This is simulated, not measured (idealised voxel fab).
Documented hereafter: the process module known as voxel wiring stack.
The width of the displayed cross-section, cut, is 160 nm; its cells are square, with a size of 5 nm.
Cross-sections here: square-cell grids, written as top-down lists of bands, a band being one or more rows of cells.
First you get the band's top height and its bottom height, in nm, and then the materials it's made of, left to right, with each width in nm. If you see a single material with "throughout", that one covers the band edge to edge. "air" is empty space.
Heads up on the height convention: 0 is the point under which the incoming wafer is all one material, and the lowest band has no bottom, it just keeps going down, like "0 and below".
Per-row width for "30->40": begins at first number (top row of band), ends at second number (bottom row), increment between rows held constant.
The cross-section has no changed cell in any step marked "nothing got changed".
"Sealed cavities": sealed empty spaces, 8 cells or more, no open way to top, listed width x height at distance, with distance from the left edge and width, height and distance in nm.
The remark found on a step's line after its settings is issued by the simulator itself and pertains to that step.
On any step carrying a mask, the "overlay nm" setting, if present on the step's line, tells how far right of its planned place the mask lay; negative values point to the left.

**Process steps (planned)**
1 RECEIVE, material Si
2 CONFORMAL_DEP, material SiO2, thk nm 15
3 CONFORMAL_DEP, material SiN, thk nm 5
4 DIRECTIONAL_DEP, material SiO2, thk nm 25
5 PATTERN, tone open, mask id METAL_1, material resist, width nm 25, pitch nm 45, thk nm 15, overlay nm 0
6 DIRECTIONAL_ETCH, etch materials SiO2, depth nm 25
7 DIRECTIONAL_ETCH, etch materials SiN, depth nm 5
8 STRIP, etch materials resist
9 CONFORMAL_DEP, material TiN, thk nm 5
10 FILL_DEP, material Ru, thk nm 10
11 CMP, height nm 45
12 CONFORMAL_DEP, material SiCN, thk nm 5
13 DIRECTIONAL_DEP, material SiO2, thk nm 30
14 MASKED_ETCH, tone open, mask id METAL_2, width nm 25, pitch nm 45, etch materials SiO2, depth nm 20, overlay nm 0
15 PATTERN, tone open, mask id METAL_2_HOLES, material resist, width nm 15, thk nm 20, overlay nm 0
16 DIRECTIONAL_ETCH, etch materials SiO2, depth nm 10
17 DIRECTIONAL_ETCH, etch materials SiCN, depth nm 5
18 STRIP, etch materials resist
19 CONFORMAL_DEP, material TiN, thk nm 5
20 FILL_DEP, material Cu, thk nm 10
21 CMP, height nm 80
22 CONFORMAL_DEP, material SiCN, thk nm 5
23 DIRECTIONAL_DEP, material lowk, thk nm 10
24 MASKED_ETCH, tone open, mask id PLUG_2, width nm 15, etch materials lowk, depth nm 10, overlay nm 0
25 MASKED_ETCH, tone open, mask id PLUG_2, width nm 15, etch materials SiCN, depth nm 5, overlay nm 0
26 CONFORMAL_DEP, material TiN, thk nm 5
27 FILL_DEP, material Cu, thk nm 5
28 CMP, height nm 95
29 CONFORMAL_DEP, material SiCN, thk nm 5
30 DIRECTIONAL_DEP, material SiO2, thk nm 20
31 MASKED_ETCH, tone open, mask id METAL_3, width nm 25, pitch nm 45, etch materials SiO2, depth nm 20, overlay nm 0
32 MASKED_ETCH, tone open, mask id METAL_3, width nm 25, pitch nm 45, etch materials SiCN, depth nm 5, overlay nm 0
33 CONFORMAL_DEP, material TiN, thk nm 5
34 FILL_DEP, material Cu, thk nm 5
35 CMP, height nm 120
36 CONFORMAL_DEP, material SiCN, thk nm 5

**Cross-section of the wafer upon arrival, representing the state reached after step 1**
  0 and below  Si throughout
  Sealed cavities: none

**Final cross-section, module run with one mistake (start and plan as above)**
  125 down to 120  SiCN throughout
  120 down to 100  SiO2 45; TiN 5; Cu 15; TiN 5; SiO2 20; TiN 5; Cu 15; TiN 5; SiO2 45
  100 down to 95  SiCN 45; TiN 25; SiCN 20; TiN 25; SiCN 45
  95 down to 85  lowk 45; TiN 5; Cu 5; TiN 5; lowk 100
  85 down to 80  SiCN 45; TiN 15; SiCN 100
  80 down to 65  SiO2 45; TiN 5; Cu 15; TiN 5; SiO2 20; TiN 5; Cu 15; TiN 5; SiO2 45
  65 down to 60  SiO2 45; TiN 5; Cu 5; TiN 15; SiO2 20; TiN 25; SiO2 45
  60 down to 50  SiO2 45; TiN 5; Cu 5; TiN 5; SiO2 100
  50 down to 45  SiCN 45; TiN 15; SiCN 100
  45 down to 20  SiO2 40; TiN 5; Ru 15; TiN 5; SiO2 20; TiN 5; Ru 15; TiN 5; SiO2 50
  20 down to 15  SiN 40; TiN 25; SiN 20; TiN 25; SiN 50
  15 down to 0  SiO2 throughout
  0 and below  Si throughout
  Sealed cavities: none
In executing the process, a mistake was made relative to the plan: step 5: run off-plan, actual operation and settings PATTERN, tone open, mask id METAL_1, material resist, width nm 25, pitch nm 45, thk nm 15, overlay nm -5
